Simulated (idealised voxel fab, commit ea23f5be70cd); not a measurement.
Presented below is a process module, voxel transistor to metal.
Cross-sectional view cut (width: 215 nm; square cell size: 5 nm).
Cross-sections here: square-cell grids, written as top-down lists of bands, a band being one or more rows of cells. Heights first: top, then bottom, in nm. Then materials, left to right, each with a width in nm. "full width" on a single material: fills the band edge to edge. "empty": empty space. Heights are reckoned from 0. Under this level, the received wafer is all of one material. The bottommost band is open-ended downward, for example "0 and below". Per-row width for "30..40": begins at first number (top row of band), ends at second number (bottom row), increment between rows held constant. "no change occurred" means the step left every cell of the cross-section as it was. Closed-off voids of 8+ cells (no open route to the top) go in "Voids, fully enclosed", written width x height at distance from the left edge, in nm. Formally, on a step line, whatever follows the settings is a remark that the simulator itself makes on the step. You can add "overlay nm" to a step's line. For a step with a mask, it describes how far the mask lay to the right of its planned position, and a negative number describes a lay to the left.
Process steps foreseen in the plan
- 1: RECEIVE | material Si
- 2: CONFORMAL_DEP | material SiO2 | thk nm 5
- 3: CONFORMAL_DEP | material SiN | thk nm 15
- 4: DIRECTIONAL_DEP | material aC | thk nm 15
- 5: PATTERN | tone cover | mask id ACTIVE | material resist | width nm 120 | thk nm 35 | overlay nm 0
- 6: DIRECTIONAL_ETCH | etch materials aC | depth nm 15
- 7: STRIP | etch materials resist
- 8: DIRECTIONAL_ETCH | etch materials SiN | depth nm 15
- 9: DIRECTIONAL_ETCH | etch materials SiO2 | depth nm 5
- 10: DIRECTIONAL_ETCH | etch materials Si | depth nm 20
- 11: STRIP | etch materials aC
- 12: OXIDIZE | depth nm 5
- 13: FILL_DEP | material SiO2 | thk nm 15
- 14: CMP | height nm 20
- 15: SELECTIVE_ETCH | etch materials SiO2 | depth nm 10
- 16: STRIP | etch materials SiN
- 17: SELECTIVE_ETCH | etch materials SiO2 | depth nm 5
- 18: OXIDIZE | depth nm 5
- 19: DIRECTIONAL_DEP | material polySi | thk nm 25
- 20: DIRECTIONAL_DEP | material SiCN | thk nm 10
- 21: MASKED_ETCH | tone cover | mask id GATE | width nm 30 | etch materials SiCN | depth nm 20 | overlay nm 0
- 22: MASKED_ETCH | tone cover | mask id GATE | width nm 30 | etch materials polySi | depth nm 35 | overlay nm 0
- 23: CONFORMAL_DEP | material SiO2 | thk nm 5
- 24: DIRECTIONAL_ETCH | etch materials SiO2 | depth nm 5
- 25: CONFORMAL_DEP | material SiN | thk nm 10
- 26: DIRECTIONAL_ETCH | etch materials SiN | depth nm 10
- 27: DIRECTIONAL_ETCH | etch materials SiO2 | depth nm 5
- 28: EPI | material nSi | thk nm 5
- 29: FILL_DEP | material SiO2 | thk nm 10
- 30: CMP | height nm 25
- 31: STRIP | etch materials polySi
- 32: SELECTIVE_ETCH | etch materials SiO2 | depth nm 5
- 33: CONFORMAL_DEP | material HfO2 | thk nm 5
- 34: CONFORMAL_DEP | material TiN | thk nm 5
- 35: FILL_DEP | material W | thk nm 10
- 36: CMP | height nm 20
- 37: DIRECTIONAL_DEP | material SiO2 | thk nm 10
- 38: PATTERN | tone open | mask id CONTACT | material resist | width nm 20 | pitch nm 90 | thk nm 20 | overlay nm 0
- 39: DIRECTIONAL_ETCH | etch materials SiO2 | depth nm 30
- 40: STRIP | etch materials resist
- 41: CONFORMAL_DEP | material TiN | thk nm 5
- 42: FILL_DEP | material Ru | thk nm 5
- 43: CMP | height nm 30
- 44: DIRECTIONAL_DEP | material TiN | thk nm 5
- 45: DIRECTIONAL_DEP | material Ru | thk nm 15
- 46: PATTERN | tone cover | mask id METAL_1 | material resist | width nm 20 | pitch nm 90 | thk nm 20 | overlay nm 0
- 47: DIRECTIONAL_ETCH | etch materials Ru | depth nm 15
- 48: DIRECTIONAL_ETCH | etch materials TiN | depth nm 5
- 49: STRIP | etch materials resist
- 50: CONFORMAL_DEP | material SiCN | thk nm 5
- 51: FILL_DEP | material SiO2 | thk nm 5
- 52: CMP | height nm 50
- 53: CONFORMAL_DEP | material SiN | thk nm 5
First of two wafers, with the run carried out as planned
As-received state of the wafer in cross-section, equivalent to post-step 1
0 and below  Si full width
Voids, fully enclosed: none
How the wafer stands in section after step 2
5 down to 0  SiO2 full width
below 0: unchanged
How the wafer stands in section after step 3
20 down to 5  SiN full width
below 5: unchanged
How the wafer stands in section after step 4
35 down to 20  aC full width
below 20: unchanged
How the wafer stands in section after step 5
70 down to 35  45 empty; 120 resist; 50 empty
below 35: unchanged
How the wafer stands in section after step 6
55 down to 35  45 empty; 120 resist; 50 empty
35 down to 20  45 empty; 120 aC; 50 empty
below 20: unchanged
How the wafer stands in section after step 7
35 down to 20  45 empty; 120 aC; 50 empty
below 20: unchanged
How the wafer stands in section after step 8
35 down to 20  45 empty; 120 aC; 50 empty
20 down to 5  45 empty; 120 SiN; 50 empty
below 5: unchanged
How the wafer stands in section after step 9
35 down to 20  45 empty; 120 aC; 50 empty
20 down to 5  45 empty; 120 SiN; 50 empty
5 down to 0  45 empty; 120 SiO2; 50 empty
below 0: unchanged
How the wafer stands in section after step 10
35 down to 20  45 empty; 120 aC; 50 empty
20 down to 5  45 empty; 120 SiN; 50 empty
5 down to 0  45 empty; 120 SiO2; 50 empty
0 down to -20  45 empty; 120 Si; 50 empty
below -20: unchanged
How the wafer stands in section after step 11
20 down to 5  45 empty; 120 SiN; 50 empty
below 5: unchanged
How the wafer stands in section after step 12
20 down to 5  45 empty; 120 SiN; 50 empty
5 down to 0  45 empty; 120 SiO2; 50 empty
0 down to -20  45 empty; 5 SiO2; 110 Si; 5 SiO2; 50 empty
-20 down to -25  50 SiO2; 110 Si; 55 SiO2
below -25: unchanged
How the wafer stands in section after step 13
35 down to 20  SiO2 full width
20 down to 5  45 SiO2; 120 SiN; 50 SiO2
5 down to 0  SiO2 full width
0 down to -25  50 SiO2; 110 Si; 55 SiO2
below -25: unchanged
How the wafer stands in section after step 14
20 down to 5  45 SiO2; 120 SiN; 50 SiO2
below 5: unchanged
How the wafer stands in section after step 15
20 down to 10  45 empty; 120 SiN; 50 empty
below 10: unchanged
How the wafer stands in section after step 16
10 down to 5  45 SiO2; 120 empty; 50 SiO2
below 5: unchanged
How the wafer stands in section after step 17
5 down to 0  40 SiO2; 130 empty; 45 SiO2
below 0: unchanged
How the wafer stands in section after step 18
5 down to 0  40 SiO2; 130 empty; 45 SiO2
0 down to -5  SiO2 full width
below -5: unchanged
How the wafer stands in section after step 19
30 down to 25  40 polySi; 130 empty; 45 polySi
25 down to 5  polySi full width
5 down to 0  40 SiO2; 130 polySi; 45 SiO2
below 0: unchanged
How the wafer stands in section after step 20
40 down to 35  40 SiCN; 130 empty; 45 SiCN
35 down to 30  SiCN full width
30 down to 25  40 polySi; 130 SiCN; 45 polySi
below 25: unchanged
How the wafer stands in section after step 21
35 down to 30  90 empty; 30 SiCN; 95 empty
30 down to 25  40 polySi; 50 empty; 30 SiCN; 50 empty; 45 polySi
below 25: unchanged
How the wafer stands in section after step 22
35 down to 25  90 empty; 30 SiCN; 95 empty
25 down to 5  90 empty; 30 polySi; 95 empty
5 down to 0  40 SiO2; 50 empty; 30 polySi; 50 empty; 45 SiO2
below 0: unchanged
How the wafer stands in section after step 23
40 down to 35  85 empty; 40 SiO2; 90 empty
35 down to 25  85 empty; 5 SiO2; 30 SiCN; 5 SiO2; 90 empty
25 down to 10  85 empty; 5 SiO2; 30 polySi; 5 SiO2; 90 empty
10 down to 5  45 SiO2; 40 empty; 5 SiO2; 30 polySi; 5 SiO2; 40 empty; 50 SiO2
5 down to 0  90 SiO2; 30 polySi; 95 SiO2
below 0: unchanged
How the wafer stands in section after step 24
35 down to 25  85 empty; 5 SiO2; 30 SiCN; 5 SiO2; 90 empty
25 down to 5  85 empty; 5 SiO2; 30 polySi; 5 SiO2; 90 empty
5 down to 0  45 SiO2; 40 empty; 5 SiO2; 30 polySi; 5 SiO2; 40 empty; 50 SiO2
below 0: unchanged
How the wafer stands in section after step 25
45 down to 35  75 empty; 60 SiN; 80 empty
35 down to 25  75 empty; 10 SiN; 5 SiO2; 30 SiCN; 5 SiO2; 10 SiN; 80 empty
25 down to 15  75 empty; 10 SiN; 5 SiO2; 30 polySi; 5 SiO2; 10 SiN; 80 empty
15 down to 10  55 SiN; 20 empty; 10 SiN; 5 SiO2; 30 polySi; 5 SiO2; 10 SiN; 20 empty; 60 SiN
10 down to 5  85 SiN; 5 SiO2; 30 polySi; 5 SiO2; 90 SiN
5 down to 0  45 SiO2; 40 SiN; 5 SiO2; 30 polySi; 5 SiO2; 40 SiN; 50 SiO2
below 0: unchanged
How the wafer stands in section after step 26
35 down to 25  75 empty; 10 SiN; 5 SiO2; 30 SiCN; 5 SiO2; 10 SiN; 80 empty
25 down to 5  75 empty; 10 SiN; 5 SiO2; 30 polySi; 5 SiO2; 10 SiN; 80 empty
5 down to 0  45 SiO2; 10 SiN; 20 empty; 10 SiN; 5 SiO2; 30 polySi; 5 SiO2; 10 SiN; 20 empty; 10 SiN; 50 SiO2
below 0: unchanged
How the wafer stands in section after step 27
35 down to 30  75 empty; 10 SiN; 5 empty; 30 SiCN; 5 empty; 10 SiN; 80 empty
30 down to 25  75 empty; 10 SiN; 5 SiO2; 30 SiCN; 5 SiO2; 10 SiN; 80 empty
25 down to 5  75 empty; 10 SiN; 5 SiO2; 30 polySi; 5 SiO2; 10 SiN; 80 empty
5 down to 0  45 empty; 10 SiN; 20 empty; 10 SiN; 5 SiO2; 30 polySi; 5 SiO2; 10 SiN; 20 empty; 10 SiN; 50 empty
0 down to -5  55 SiO2; 20 empty; 60 SiO2; 20 empty; 60 SiO2
below -5: unchanged
How the wafer stands in section after step 28
35 down to 30  75 empty; 10 SiN; 5 empty; 30 SiCN; 5 empty; 10 SiN; 80 empty
30 down to 25  75 empty; 10 SiN; 5 SiO2; 30 SiCN; 5 SiO2; 10 SiN; 80 empty
25 down to 5  75 empty; 10 SiN; 5 SiO2; 30 polySi; 5 SiO2; 10 SiN; 80 empty
5 down to 0  45 empty; 10 SiN; 20 empty; 10 SiN; 5 SiO2; 30 polySi; 5 SiO2; 10 SiN; 20 empty; 10 SiN; 50 empty
0 down to -5  55 SiO2; 20 nSi; 60 SiO2; 20 nSi; 60 SiO2
below -5: unchanged
How the wafer stands in section after step 29
45 down to 35  SiO2 full width
35 down to 25  75 SiO2; 10 SiN; 5 SiO2; 30 SiCN; 5 SiO2; 10 SiN; 80 SiO2
25 down to 5  75 SiO2; 10 SiN; 5 SiO2; 30 polySi; 5 SiO2; 10 SiN; 80 SiO2
5 down to 0  45 SiO2; 10 SiN; 20 SiO2; 10 SiN; 5 SiO2; 30 polySi; 5 SiO2; 10 SiN; 20 SiO2; 10 SiN; 50 SiO2
below 0: unchanged
How the wafer stands in section after step 30
25 down to 5  75 SiO2; 10 SiN; 5 SiO2; 30 polySi; 5 SiO2; 10 SiN; 80 SiO2
below 5: unchanged
How the wafer stands in section after step 31
25 down to 5  75 SiO2; 10 SiN; 5 SiO2; 30 empty; 5 SiO2; 10 SiN; 80 SiO2
5 down to 0  45 SiO2; 10 SiN; 20 SiO2; 10 SiN; 5 SiO2; 30 empty; 5 SiO2; 10 SiN; 20 SiO2; 10 SiN; 50 SiO2
below 0: unchanged
How the wafer stands in section after step 32
25 down to 20  75 empty; 10 SiN; 40 empty; 10 SiN; 80 empty
20 down to 5  75 SiO2; 10 SiN; 40 empty; 10 SiN; 80 SiO2
5 down to 0  45 SiO2; 10 SiN; 20 SiO2; 10 SiN; 40 empty; 10 SiN; 20 SiO2; 10 SiN; 50 SiO2
0 down to -5  55 SiO2; 20 nSi; 10 SiO2; 40 empty; 10 SiO2; 20 nSi; 60 SiO2
below -5: unchanged
How the wafer stands in section after step 33
30 down to 25  70 empty; 20 HfO2; 30 empty; 20 HfO2; 75 empty
25 down to 20  75 HfO2; 10 SiN; 5 HfO2; 30 empty; 5 HfO2; 10 SiN; 80 HfO2
20 down to 5  75 SiO2; 10 SiN; 5 HfO2; 30 empty; 5 HfO2; 10 SiN; 80 SiO2
5 down to 0  45 SiO2; 10 SiN; 20 SiO2; 10 SiN; 5 HfO2; 30 empty; 5 HfO2; 10 SiN; 20 SiO2; 10 SiN; 50 SiO2
0 down to -5  55 SiO2; 20 nSi; 10 SiO2; 40 HfO2; 10 SiO2; 20 nSi; 60 SiO2
below -5: unchanged
How the wafer stands in section after step 34
35 down to 30  65 empty; 30 TiN; 20 empty; 30 TiN; 70 empty
30 down to 25  70 TiN; 20 HfO2; 5 TiN; 20 empty; 5 TiN; 20 HfO2; 75 TiN
25 down to 20  75 HfO2; 10 SiN; 5 HfO2; 5 TiN; 20 empty; 5 TiN; 5 HfO2; 10 SiN; 80 HfO2
20 down to 5  75 SiO2; 10 SiN; 5 HfO2; 5 TiN; 20 empty; 5 TiN; 5 HfO2; 10 SiN; 80 SiO2
5 down to 0  45 SiO2; 10 SiN; 20 SiO2; 10 SiN; 5 HfO2; 30 TiN; 5 HfO2; 10 SiN; 20 SiO2; 10 SiN; 50 SiO2
below 0: unchanged
How the wafer stands in section after step 35
45 down to 35  W full width
35 down to 30  65 W; 30 TiN; 20 W; 30 TiN; 70 W
30 down to 25  70 TiN; 20 HfO2; 5 TiN; 20 W; 5 TiN; 20 HfO2; 75 TiN
25 down to 20  75 HfO2; 10 SiN; 5 HfO2; 5 TiN; 20 W; 5 TiN; 5 HfO2; 10 SiN; 80 HfO2
20 down to 5  75 SiO2; 10 SiN; 5 HfO2; 5 TiN; 20 W; 5 TiN; 5 HfO2; 10 SiN; 80 SiO2
below 5: unchanged
How the wafer stands in section after step 36
20 down to 5  75 SiO2; 10 SiN; 5 HfO2; 5 TiN; 20 W; 5 TiN; 5 HfO2; 10 SiN; 80 SiO2
below 5: unchanged
How the wafer stands in section after step 37
30 down to 20  SiO2 full width
below 20: unchanged
How the wafer stands in section after step 38
50 down to 30  50 resist; 20 empty; 70 resist; 20 empty; 55 resist
below 30: unchanged
How the wafer stands in section after step 39
50 down to 30  50 resist; 20 empty; 70 resist; 20 empty; 55 resist
30 down to 20  50 SiO2; 20 empty; 70 SiO2; 20 empty; 55 SiO2
20 down to 5  50 SiO2; 20 empty; 5 SiO2; 10 SiN; 5 HfO2; 5 TiN; 20 W; 5 TiN; 5 HfO2; 10 SiN; 5 SiO2; 20 empty; 55 SiO2
5 down to 0  45 SiO2; 10 SiN; 15 empty; 5 SiO2; 10 SiN; 5 HfO2; 30 TiN; 5 HfO2; 10 SiN; 5 SiO2; 15 empty; 10 SiN; 50 SiO2
below 0: unchanged
How the wafer stands in section after step 40
30 down to 20  50 SiO2; 20 empty; 70 SiO2; 20 empty; 55 SiO2
below 20: unchanged
How the wafer stands in section after step 41
35 down to 30  55 TiN; 10 empty; 80 TiN; 10 empty; 60 TiN
30 down to 20  50 SiO2; 5 TiN; 10 empty; 5 TiN; 70 SiO2; 5 TiN; 10 empty; 5 TiN; 55 SiO2
20 down to 10  50 SiO2; 5 TiN; 10 empty; 5 TiN; 5 SiO2; 10 SiN; 5 HfO2; 5 TiN; 20 W; 5 TiN; 5 HfO2; 10 SiN; 5 SiO2; 5 TiN; 10 empty; 5 TiN; 55 SiO2
10 down to 5  50 SiO2; 10 TiN; 5 empty; 5 TiN; 5 SiO2; 10 SiN; 5 HfO2; 5 TiN; 20 W; 5 TiN; 5 HfO2; 10 SiN; 5 SiO2; 5 TiN; 5 empty; 10 TiN; 55 SiO2
5 down to 0  45 SiO2; 10 SiN; 15 TiN; 5 SiO2; 10 SiN; 5 HfO2; 30 TiN; 5 HfO2; 10 SiN; 5 SiO2; 15 TiN; 10 SiN; 50 SiO2
below 0: unchanged
How the wafer stands in section after step 42
40 down to 35  Ru full width
35 down to 30  55 TiN; 10 Ru; 80 TiN; 10 Ru; 60 TiN
30 down to 20  50 SiO2; 5 TiN; 10 Ru; 5 TiN; 70 SiO2; 5 TiN; 10 Ru; 5 TiN; 55 SiO2
20 down to 10  50 SiO2; 5 TiN; 10 Ru; 5 TiN; 5 SiO2; 10 SiN; 5 HfO2; 5 TiN; 20 W; 5 TiN; 5 HfO2; 10 SiN; 5 SiO2; 5 TiN; 10 Ru; 5 TiN; 55 SiO2
10 down to 5  50 SiO2; 10 TiN; 5 Ru; 5 TiN; 5 SiO2; 10 SiN; 5 HfO2; 5 TiN; 20 W; 5 TiN; 5 HfO2; 10 SiN; 5 SiO2; 5 TiN; 5 Ru; 10 TiN; 55 SiO2
below 5: unchanged
How the wafer stands in section after step 43
30 down to 20  50 SiO2; 5 TiN; 10 Ru; 5 TiN; 70 SiO2; 5 TiN; 10 Ru; 5 TiN; 55 SiO2
below 20: unchanged
How the wafer stands in section after step 44
35 down to 30  TiN full width
below 30: unchanged
How the wafer stands in section after step 45
50 down to 35  Ru full width
below 35: unchanged
How the wafer stands in section after step 46
70 down to 50  50 empty; 20 resist; 70 empty; 20 resist; 55 empty
below 50: unchanged
How the wafer stands in section after step 47
70 down to 50  50 empty; 20 resist; 70 empty; 20 resist; 55 empty
50 down to 35  50 empty; 20 Ru; 70 empty; 20 Ru; 55 empty
below 35: unchanged
How the wafer stands in section after step 48
70 down to 50  50 empty; 20 resist; 70 empty; 20 resist; 55 empty
50 down to 35  50 empty; 20 Ru; 70 empty; 20 Ru; 55 empty
35 down to 30  50 empty; 20 TiN; 70 empty; 20 TiN; 55 empty
below 30: unchanged
How the wafer stands in section after step 49
50 down to 35  50 empty; 20 Ru; 70 empty; 20 Ru; 55 empty
below 35: unchanged
How the wafer stands in section after step 50
55 down to 50  45 empty; 30 SiCN; 60 empty; 30 SiCN; 50 empty
50 down to 35  45 empty; 5 SiCN; 20 Ru; 5 SiCN; 60 empty; 5 SiCN; 20 Ru; 5 SiCN; 50 empty
35 down to 30  50 SiCN; 20 TiN; 70 SiCN; 20 TiN; 55 SiCN
below 30: unchanged
How the wafer stands in section after step 51
60 down to 55  SiO2 full width
55 down to 50  45 SiO2; 30 SiCN; 60 SiO2; 30 SiCN; 50 SiO2
50 down to 35  45 SiO2; 5 SiCN; 20 Ru; 5 SiCN; 60 SiO2; 5 SiCN; 20 Ru; 5 SiCN; 50 SiO2
below 35: unchanged
How the wafer stands in section after step 52
50 down to 35  45 SiO2; 5 SiCN; 20 Ru; 5 SiCN; 60 SiO2; 5 SiCN; 20 Ru; 5 SiCN; 50 SiO2
below 35: unchanged
How the wafer stands in section after step 53
55 down to 50  SiN full width
below 50: unchanged
It is to be noted that the second wafer proceeded from the same initial state and according to the same plan as the first, although one mistake was committed in its execution; through step 37, inclusive, the two wafers share an identical history
Here is the second wafer in cross-section at the point where step 38 of the plan should have been done
50 down to 30  50 empty; 20 resist; 70 empty; 20 resist; 55 empty
below 30: unchanged
Here is the second wafer in cross-section at the point where step 39 of the plan should have been done
50 down to 30  50 empty; 20 resist; 70 empty; 20 resist; 55 empty
30 down to 20  50 empty; 20 SiO2; 70 empty; 20 SiO2; 55 empty
20 down to 5  50 empty; 20 SiO2; 5 empty; 10 SiN; 5 HfO2; 5 TiN; 20 W; 5 TiN; 5 HfO2; 10 SiN; 5 empty; 20 SiO2; 55 empty
5 down to 0  45 empty; 10 SiN; 15 SiO2; 5 empty; 10 SiN; 5 HfO2; 30 TiN; 5 HfO2; 10 SiN; 5 empty; 15 SiO2; 10 SiN; 50 empty
below 0: unchanged
Here is the second wafer in cross-section at the point where step 40 of the plan should have been done
30 down to 20  50 empty; 20 SiO2; 70 empty; 20 SiO2; 55 empty
below 20: unchanged
Here is the second wafer in cross-section at the point where step 41 of the plan should have been done
35 down to 30  45 empty; 30 TiN; 60 empty; 30 TiN; 50 empty
30 down to 25  45 empty; 5 TiN; 20 SiO2; 5 TiN; 60 empty; 5 TiN; 20 SiO2; 5 TiN; 50 empty
25 down to 20  45 empty; 5 TiN; 20 SiO2; 70 TiN; 20 SiO2; 5 TiN; 50 empty
20 down to 10  45 empty; 5 TiN; 20 SiO2; 5 TiN; 10 SiN; 5 HfO2; 5 TiN; 20 W; 5 TiN; 5 HfO2; 10 SiN; 5 TiN; 20 SiO2; 5 TiN; 50 empty
10 down to 5  40 empty; 10 TiN; 20 SiO2; 5 TiN; 10 SiN; 5 HfO2; 5 TiN; 20 W; 5 TiN; 5 HfO2; 10 SiN; 5 TiN; 20 SiO2; 10 TiN; 45 empty
5 down to 0  45 TiN; 10 SiN; 15 SiO2; 5 TiN; 10 SiN; 5 HfO2; 30 TiN; 5 HfO2; 10 SiN; 5 TiN; 15 SiO2; 10 SiN; 50 TiN
below 0: unchanged
Here is the second wafer in cross-section at the point where step 42 of the plan should have been done
40 down to 35  Ru full width
35 down to 30  45 Ru; 30 TiN; 60 Ru; 30 TiN; 50 Ru
30 down to 25  45 Ru; 5 TiN; 20 SiO2; 5 TiN; 60 Ru; 5 TiN; 20 SiO2; 5 TiN; 50 Ru
25 down to 20  45 Ru; 5 TiN; 20 SiO2; 70 TiN; 20 SiO2; 5 TiN; 50 Ru
20 down to 10  45 Ru; 5 TiN; 20 SiO2; 5 TiN; 10 SiN; 5 HfO2; 5 TiN; 20 W; 5 TiN; 5 HfO2; 10 SiN; 5 TiN; 20 SiO2; 5 TiN; 50 Ru
10 down to 5  40 Ru; 10 TiN; 20 SiO2; 5 TiN; 10 SiN; 5 HfO2; 5 TiN; 20 W; 5 TiN; 5 HfO2; 10 SiN; 5 TiN; 20 SiO2; 10 TiN; 45 Ru
below 5: unchanged
Here is the second wafer in cross-section at the point where step 43 of the plan should have been done
30 down to 25  45 Ru; 5 TiN; 20 SiO2; 5 TiN; 60 Ru; 5 TiN; 20 SiO2; 5 TiN; 50 Ru
below 25: unchanged
Here is the second wafer in cross-section at the point where step 44 of the plan should have been done
35 down to 30  TiN full width
below 30: unchanged
Here is the second wafer in cross-section at the point where step 45 of the plan should have been done
50 down to 35  Ru full width
below 35: unchanged
Here is the second wafer in cross-section at the point where step 46 of the plan should have been done
70 down to 50  50 empty; 20 resist; 70 empty; 20 resist; 55 empty
below 50: unchanged
Here is the second wafer in cross-section at the point where step 47 of the plan should have been done
70 down to 50  50 empty; 20 resist; 70 empty; 20 resist; 55 empty
50 down to 35  50 empty; 20 Ru; 70 empty; 20 Ru; 55 empty
below 35: unchanged
Here is the second wafer in cross-section at the point where step 48 of the plan should have been done
70 down to 50  50 empty; 20 resist; 70 empty; 20 resist; 55 empty
50 down to 35  50 empty; 20 Ru; 70 empty; 20 Ru; 55 empty
35 down to 30  50 empty; 20 TiN; 70 empty; 20 TiN; 55 empty
below 30: unchanged
Here is the second wafer in cross-section at the point where step 49 of the plan should have been done
50 down to 35  50 empty; 20 Ru; 70 empty; 20 Ru; 55 empty
below 35: unchanged
Here is the second wafer in cross-section at the point where step 50 of the plan should have been done
55 down to 50  45 empty; 30 SiCN; 60 empty; 30 SiCN; 50 empty
50 down to 35  45 empty; 5 SiCN; 20 Ru; 5 SiCN; 60 empty; 5 SiCN; 20 Ru; 5 SiCN; 50 empty
35 down to 30  50 SiCN; 20 TiN; 70 SiCN; 20 TiN; 55 SiCN
below 30: unchanged
Here is the second wafer in cross-section at the point where step 51 of the plan should have been done
60 down to 55  SiO2 full width
55 down to 50  45 SiO2; 30 SiCN; 60 SiO2; 30 SiCN; 50 SiO2
50 down to 35  45 SiO2; 5 SiCN; 20 Ru; 5 SiCN; 60 SiO2; 5 SiCN; 20 Ru; 5 SiCN; 50 SiO2
below 35: unchanged
Here is the second wafer in cross-section at the point where step 52 of the plan should have been done
50 down to 35  45 SiO2; 5 SiCN; 20 Ru; 5 SiCN; 60 SiO2; 5 SiCN; 20 Ru; 5 SiCN; 50 SiO2
below 35: unchanged
Here is the second wafer in cross-section at the point where step 53 of the plan should have been done
55 down to 50  SiN full width
below 50: unchanged
Processing error: the process deviated at step 38: the operation and settings actually run there were PATTERN | tone cover | mask id CONTACT | material resist | width nm 20 | pitch nm 90 | thk nm 20 | overlay nm 0
Final cells, second wafer relative to first, materials higher or lower: +87 Ru | -114 SiO2 | +27 TiN
